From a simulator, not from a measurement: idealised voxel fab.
process module | voxel gate over fins
cross-section cut | 265 nm wide | cells 5 nm
A cross-section is a grid of square cells, given in bands from the top down. A band is one or more rows of cells.
Each band's line starts with the height of the band's top and of its bottom, in nm. Then come its materials from left to right, each with its width in nm. One material with "throughout" fills the band from edge to edge. "air" is empty space.
Height 0 is the level under which the wafer as received is all one material. The lowest band goes on downwards, as in "0 down".
A width such as "30 to 40" changes by the same amount from each row of cells to the next, from the band's top row to its bottom row.
"no change" after a step means that no cell of the cross-section changed.
closed voids: empty space of 8 cells or more with no open way to the top, each as width x height at its distance from the left edge, in nm
after a step's settings: what the simulator itself notes on the step
overlay nm, on a step with a mask: how far to the right of its planned place the mask lay; to the left if negative
plan
1 op RECEIVE | material Si
2 op CONFORMAL_DEP | material SiN | thk nm 10
3 op DIRECTIONAL_DEP | material aC | thk nm 10
4 op PATTERN | tone cover | mask id FINS | material resist | width nm 15 | pitch nm 50 | thk nm 30 | overlay nm 0
5 op DIRECTIONAL_ETCH | etch materials aC | depth nm 10
6 op STRIP | etch materials resist
7 op DIRECTIONAL_ETCH | etch materials SiN | depth nm 10
8 op DIRECTIONAL_ETCH | etch materials Si | depth nm 40
9 op STRIP | etch materials aC
10 op FILL_DEP | material SiO2 | thk nm 15
11 op CMP | height nm 10
12 op PATTERN | tone open | mask id RAIL | material resist | width nm 15 | thk nm 15 | overlay nm 0
13 op DIRECTIONAL_ETCH | etch materials SiO2 | depth nm 45
14 op STRIP | etch materials resist
15 op CONFORMAL_DEP | material TiN | thk nm 5
16 op FILL_DEP | material W | thk nm 10
17 op CMP | height nm 10
18 op SELECTIVE_ETCH | etch materials W Ru TiN | depth nm 25
19 op FILL_DEP | material SiO2 | thk nm 5
20 op CMP | height nm 10
21 op SELECTIVE_ETCH | etch materials SiO2 | depth nm 20
22 op STRIP | etch materials SiN
23 op CONFORMAL_DEP | material HfO2 | thk nm 5
24 op CONFORMAL_DEP | material TiN | thk nm 5
25 op CONFORMAL_DEP | material TiAl | thk nm 5
26 op CONFORMAL_DEP | material TiN | thk nm 5
27 op FILL_DEP | material W | thk nm 10
28 op CMP | height nm 25
29 op CONFORMAL_DEP | material SiCN | thk nm 10
first wafer, as planned
as received, after step 1
  0 down: Si throughout
  closed voids: none
after step 2
  10 to 0: SiN throughout
  below 0: unchanged
after step 3
  20 to 10: aC throughout
  below 10: unchanged
after step 4
  50 to 20: air 100 | resist 15 | air 35 | resist 15 | air 100
  below 20: unchanged
after step 5
  40 to 20: air 100 | resist 15 | air 35 | resist 15 | air 100
  20 to 10: air 100 | aC 15 | air 35 | aC 15 | air 100
  below 10: unchanged
after step 6
  20 to 10: air 100 | aC 15 | air 35 | aC 15 | air 100
  below 10: unchanged
after step 7
  20 to 10: air 100 | aC 15 | air 35 | aC 15 | air 100
  10 to 0: air 100 | SiN 15 | air 35 | SiN 15 | air 100
  below 0: unchanged
after step 8
  20 to 10: air 100 | aC 15 | air 35 | aC 15 | air 100
  10 to 0: air 100 | SiN 15 | air 35 | SiN 15 | air 100
  0 to -40: air 100 | Si 15 | air 35 | Si 15 | air 100
  below -40: unchanged
after step 9
  10 to 0: air 100 | SiN 15 | air 35 | SiN 15 | air 100
  below 0: unchanged
after step 10
  25 to 10: SiO2 throughout
  10 to 0: SiO2 100 | SiN 15 | SiO2 35 | SiN 15 | SiO2 100
  0 to -40: SiO2 100 | Si 15 | SiO2 35 | Si 15 | SiO2 100
  below -40: unchanged
after step 11
  10 to 0: SiO2 100 | SiN 15 | SiO2 35 | SiN 15 | SiO2 100
  below 0: unchanged
after step 12
  25 to 10: resist 125 | air 15 | resist 125
  below 10: unchanged
after step 13
  25 to 10: resist 125 | air 15 | resist 125
  10 to 0: SiO2 100 | SiN 15 | SiO2 10 | air 15 | SiO2 10 | SiN 15 | SiO2 100
  0 to -35: SiO2 100 | Si 15 | SiO2 10 | air 15 | SiO2 10 | Si 15 | SiO2 100
  below -35: unchanged
after step 14
  10 to 0: SiO2 100 | SiN 15 | SiO2 10 | air 15 | SiO2 10 | SiN 15 | SiO2 100
  below 0: unchanged
after step 15
  15 to 10: TiN 130 | air 5 | TiN 130
  10 to 0: SiO2 100 | SiN 15 | SiO2 10 | TiN 5 | air 5 | TiN 5 | SiO2 10 | SiN 15 | SiO2 100
  0 to -30: SiO2 100 | Si 15 | SiO2 10 | TiN 5 | air 5 | TiN 5 | SiO2 10 | Si 15 | SiO2 100
  -30 to -35: SiO2 100 | Si 15 | SiO2 10 | TiN 15 | SiO2 10 | Si 15 | SiO2 100
  below -35: unchanged
after step 16
  25 to 15: W throughout
  15 to 10: TiN 130 | W 5 | TiN 130
  10 to 0: SiO2 100 | SiN 15 | SiO2 10 | TiN 5 | W 5 | TiN 5 | SiO2 10 | SiN 15 | SiO2 100
  0 to -30: SiO2 100 | Si 15 | SiO2 10 | TiN 5 | W 5 | TiN 5 | SiO2 10 | Si 15 | SiO2 100
  below -30: unchanged
after step 17
  10 to 0: SiO2 100 | SiN 15 | SiO2 10 | TiN 5 | W 5 | TiN 5 | SiO2 10 | SiN 15 | SiO2 100
  below 0: unchanged
after step 18
  10 to 0: SiO2 100 | SiN 15 | SiO2 10 | air 15 | SiO2 10 | SiN 15 | SiO2 100
  0 to -15: SiO2 100 | Si 15 | SiO2 10 | air 15 | SiO2 10 | Si 15 | SiO2 100
  below -15: unchanged
after step 19
  15 to 10: SiO2 throughout
  10 to 0: SiO2 100 | SiN 15 | SiO2 35 | SiN 15 | SiO2 100
  0 to -15: SiO2 100 | Si 15 | SiO2 35 | Si 15 | SiO2 100
  below -15: unchanged
after step 20
  10 to 0: SiO2 100 | SiN 15 | SiO2 35 | SiN 15 | SiO2 100
  below 0: unchanged
after step 21
  10 to 0: air 100 | SiN 15 | air 35 | SiN 15 | air 100
  0 to -10: air 100 | Si 15 | air 35 | Si 15 | air 100
  below -10: unchanged
after step 22
  0 to -10: air 100 | Si 15 | air 35 | Si 15 | air 100
  below -10: unchanged
after step 23
  5 to 0: air 95 | HfO2 25 | air 25 | HfO2 25 | air 95
  0 to -5: air 95 | HfO2 5 | Si 15 | HfO2 5 | air 25 | HfO2 5 | Si 15 | HfO2 5 | air 95
  -5 to -10: HfO2 100 | Si 15 | HfO2 35 | Si 15 | HfO2 100
  below -10: unchanged
after step 24
  10 to 5: air 90 | TiN 35 | air 15 | TiN 35 | air 90
  5 to 0: air 90 | TiN 5 | HfO2 25 | TiN 5 | air 15 | TiN 5 | HfO2 25 | TiN 5 | air 90
  0 to -5: TiN 95 | HfO2 5 | Si 15 | HfO2 5 | TiN 25 | HfO2 5 | Si 15 | HfO2 5 | TiN 95
  below -5: unchanged
after step 25
  15 to 10: air 85 | TiAl 45 | air 5 | TiAl 45 | air 85
  10 to 5: air 85 | TiAl 5 | TiN 35 | TiAl 5 | air 5 | TiAl 5 | TiN 35 | TiAl 5 | air 85
  5 to 0: TiAl 90 | TiN 5 | HfO2 25 | TiN 5 | TiAl 15 | TiN 5 | HfO2 25 | TiN 5 | TiAl 90
  below 0: unchanged
after step 26
  20 to 15: air 80 | TiN 105 | air 80
  15 to 10: air 80 | TiN 5 | TiAl 45 | TiN 5 | TiAl 45 | TiN 5 | air 80
  10 to 5: TiN 85 | TiAl 5 | TiN 35 | TiAl 5 | TiN 5 | TiAl 5 | TiN 35 | TiAl 5 | TiN 85
  below 5: unchanged
after step 27
  30 to 20: W throughout
  20 to 15: W 80 | TiN 105 | W 80
  15 to 10: W 80 | TiN 5 | TiAl 45 | TiN 5 | TiAl 45 | TiN 5 | W 80
  below 10: unchanged
after step 28
  25 to 20: W throughout
  below 20: unchanged
after step 29
  35 to 25: SiCN throughout
  below 25: unchanged
second wafer: like start, like plan, one mistake. Through step 11 it matches the first wafer
when step 12 should have ended
  25 to 10: resist 135 | air 15 | resist 115
  below 10: unchanged
when step 13 should have ended
  25 to 10: resist 135 | air 15 | resist 115
  10 to 0: SiO2 100 | SiN 15 | SiO2 20 | air 15 | SiN 15 | SiO2 100
  0 to -35: SiO2 100 | Si 15 | SiO2 20 | air 15 | Si 15 | SiO2 100
  below -35: unchanged
when step 14 should have ended
  10 to 0: SiO2 100 | SiN 15 | SiO2 20 | air 15 | SiN 15 | SiO2 100
  below 0: unchanged
when step 15 should have ended
  15 to 10: TiN 140 | air 5 | TiN 120
  10 to 0: SiO2 100 | SiN 15 | SiO2 20 | TiN 5 | air 5 | TiN 5 | SiN 15 | SiO2 100
  0 to -30: SiO2 100 | Si 15 | SiO2 20 | TiN 5 | air 5 | TiN 5 | Si 15 | SiO2 100
  -30 to -35: SiO2 100 | Si 15 | SiO2 20 | TiN 15 | Si 15 | SiO2 100
  below -35: unchanged
when step 16 should have ended
  25 to 15: W throughout
  15 to 10: TiN 140 | W 5 | TiN 120
  10 to 0: SiO2 100 | SiN 15 | SiO2 20 | TiN 5 | W 5 | TiN 5 | SiN 15 | SiO2 100
  0 to -30: SiO2 100 | Si 15 | SiO2 20 | TiN 5 | W 5 | TiN 5 | Si 15 | SiO2 100
  below -30: unchanged
when step 17 should have ended
  10 to 0: SiO2 100 | SiN 15 | SiO2 20 | TiN 5 | W 5 | TiN 5 | SiN 15 | SiO2 100
  below 0: unchanged
when step 18 should have ended
  10 to 0: SiO2 100 | SiN 15 | SiO2 20 | air 15 | SiN 15 | SiO2 100
  0 to -15: SiO2 100 | Si 15 | SiO2 20 | air 15 | Si 15 | SiO2 100
  below -15: unchanged
when step 19 should have ended
  15 to 10: SiO2 throughout
  10 to 0: SiO2 100 | SiN 15 | SiO2 35 | SiN 15 | SiO2 100
  0 to -15: SiO2 100 | Si 15 | SiO2 35 | Si 15 | SiO2 100
  below -15: unchanged
when step 20 should have ended
  10 to 0: SiO2 100 | SiN 15 | SiO2 35 | SiN 15 | SiO2 100
  below 0: unchanged
when step 21 should have ended
  10 to 0: air 100 | SiN 15 | air 35 | SiN 15 | air 100
  0 to -10: air 100 | Si 15 | air 35 | Si 15 | air 100
  below -10: unchanged
when step 22 should have ended
  0 to -10: air 100 | Si 15 | air 35 | Si 15 | air 100
  below -10: unchanged
when step 23 should have ended
  5 to 0: air 95 | HfO2 25 | air 25 | HfO2 25 | air 95
  0 to -5: air 95 | HfO2 5 | Si 15 | HfO2 5 | air 25 | HfO2 5 | Si 15 | HfO2 5 | air 95
  -5 to -10: HfO2 100 | Si 15 | HfO2 35 | Si 15 | HfO2 100
  below -10: unchanged
when step 24 should have ended
  10 to 5: air 90 | TiN 35 | air 15 | TiN 35 | air 90
  5 to 0: air 90 | TiN 5 | HfO2 25 | TiN 5 | air 15 | TiN 5 | HfO2 25 | TiN 5 | air 90
  0 to -5: TiN 95 | HfO2 5 | Si 15 | HfO2 5 | TiN 25 | HfO2 5 | Si 15 | HfO2 5 | TiN 95
  below -5: unchanged
when step 25 should have ended
  15 to 10: air 85 | TiAl 45 | air 5 | TiAl 45 | air 85
  10 to 5: air 85 | TiAl 5 | TiN 35 | TiAl 5 | air 5 | TiAl 5 | TiN 35 | TiAl 5 | air 85
  5 to 0: TiAl 90 | TiN 5 | HfO2 25 | TiN 5 | TiAl 15 | TiN 5 | HfO2 25 | TiN 5 | TiAl 90
  below 0: unchanged
when step 26 should have ended
  20 to 15: air 80 | TiN 105 | air 80
  15 to 10: air 80 | TiN 5 | TiAl 45 | TiN 5 | TiAl 45 | TiN 5 | air 80
  10 to 5: TiN 85 | TiAl 5 | TiN 35 | TiAl 5 | TiN 5 | TiAl 5 | TiN 35 | TiAl 5 | TiN 85
  below 5: unchanged
when step 27 should have ended
  30 to 20: W throughout
  20 to 15: W 80 | TiN 105 | W 80
  15 to 10: W 80 | TiN 5 | TiAl 45 | TiN 5 | TiAl 45 | TiN 5 | W 80
  below 10: unchanged
when step 28 should have ended
  25 to 20: W throughout
  below 20: unchanged
when step 29 should have ended
  35 to 25: SiCN throughout
  below 25: unchanged
what went wrong: step 12 ran as: op PATTERN | tone open | mask id RAIL | material resist | width nm 15 | thk nm 15 | overlay nm 10
at the end the second wafer has, in cells: as many of each material as the first, in other places
